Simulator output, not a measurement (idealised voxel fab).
voxel self aligned contacts: a process module
Cross-sectional view cut (width: 145 nm; square cell size: 5 nm).
Notation: cross-section as square-cell grid; stated in bands, top first, going down; one or more cell rows per band. This entry defines a band. It first specifies the height of the band's top and the height of its bottom in nm, and then specifies the band's materials from left to right, stating each material with its width in nm. The word "all across" identifies a single material that fills the band from edge to edge, while the word "blank" identifies empty space. Height is counted from the level 0, under which the received wafer is composed throughout of one material. The lowest of the bands is not closed at the bottom but continues downward, in the notation "0 down". Graded width ("30 to 40"): value in top row of band = first number; value in bottom row = second number; row-to-row change constant. What does "remains unaltered" mean for a step? It means no cell of the cross-section changed in that step. "Entrapped void list" enumerates empty spaces isolated from the top, with no open way to it, that contain at least 8 cells, giving each as width x height at distance from the left edge, all three in nm. Text after the settings on a step's line: the simulator's own remark on that step. Steps that use a mask can have "overlay nm" on their line. It says how far the mask sat to the right of where it was meant to be. Negative means to the left.

Listed below are the process steps as planned
1. RECEIVE with material Si
2. CONFORMAL_DEP with material SiO2, thk nm 5
3. DIRECTIONAL_DEP with material polySi, thk nm 30
4. DIRECTIONAL_DEP with material SiN, thk nm 20
5. DIRECTIONAL_DEP with material aC, thk nm 15
6. PATTERN with tone cover, mask id GATE, material resist, width nm 30, pitch nm 55, thk nm 30, overlay nm 0
7. DIRECTIONAL_ETCH with etch materials aC, depth nm 15
8. STRIP with etch materials resist
9. DIRECTIONAL_ETCH with etch materials SiN, depth nm 20
10. DIRECTIONAL_ETCH with etch materials polySi, depth nm 30
11. STRIP with etch materials aC
12. CONFORMAL_DEP with material SiN, thk nm 5
13. DIRECTIONAL_ETCH with etch materials SiN, depth nm 5
14. FILL_DEP with material SiO2, thk nm 10
15. CMP with height nm 60
16. MASKED_ETCH with tone open, mask id CONTACT, width nm 35, etch materials SiO2, depth nm 60, overlay nm -15
17. CONFORMAL_DEP with material TiN, thk nm 5
18. FILL_DEP with material W, thk nm 10
19. CMP with height nm 60
20. CONFORMAL_DEP with material SiN, thk nm 5
Where the wafers of this document differ is in the overlay nm of step 16; they start out the same, and the plan states the value that applied to the first wafer.

This is how the first of several wafers looked in cross-section when it arrived, which is after step 1
- 0 down: Si all across
- Entrapped void list: none

Where each wafer stands at the end of the module, a row apiece: cells of each material gained (+) or lost (-) since it was received, then closed voids
overlay nm -15 | +117 SiN | +159 SiO2 | +29 TiN | +72 polySi | Entrapped void list: none
overlay nm -10 | +117 SiN | +148 SiO2 | +29 TiN | +11 W | +72 polySi | Entrapped void list: none
overlay nm -5 | +117 SiN | +148 SiO2 | +29 TiN | +11 W | +72 polySi | Entrapped void list: none
overlay nm 0 | +117 SiN | +148 SiO2 | +29 TiN | +11 W | +72 polySi | Entrapped void list: none
overlay nm 5 | +117 SiN | +148 SiO2 | +29 TiN | +11 W | +72 polySi | Entrapped void list: none
overlay nm 10 | +117 SiN | +148 SiO2 | +29 TiN | +11 W | +72 polySi | Entrapped void list: none
overlay nm 15 | +117 SiN | +159 SiO2 | +29 TiN | +72 polySi | Entrapped void list: none
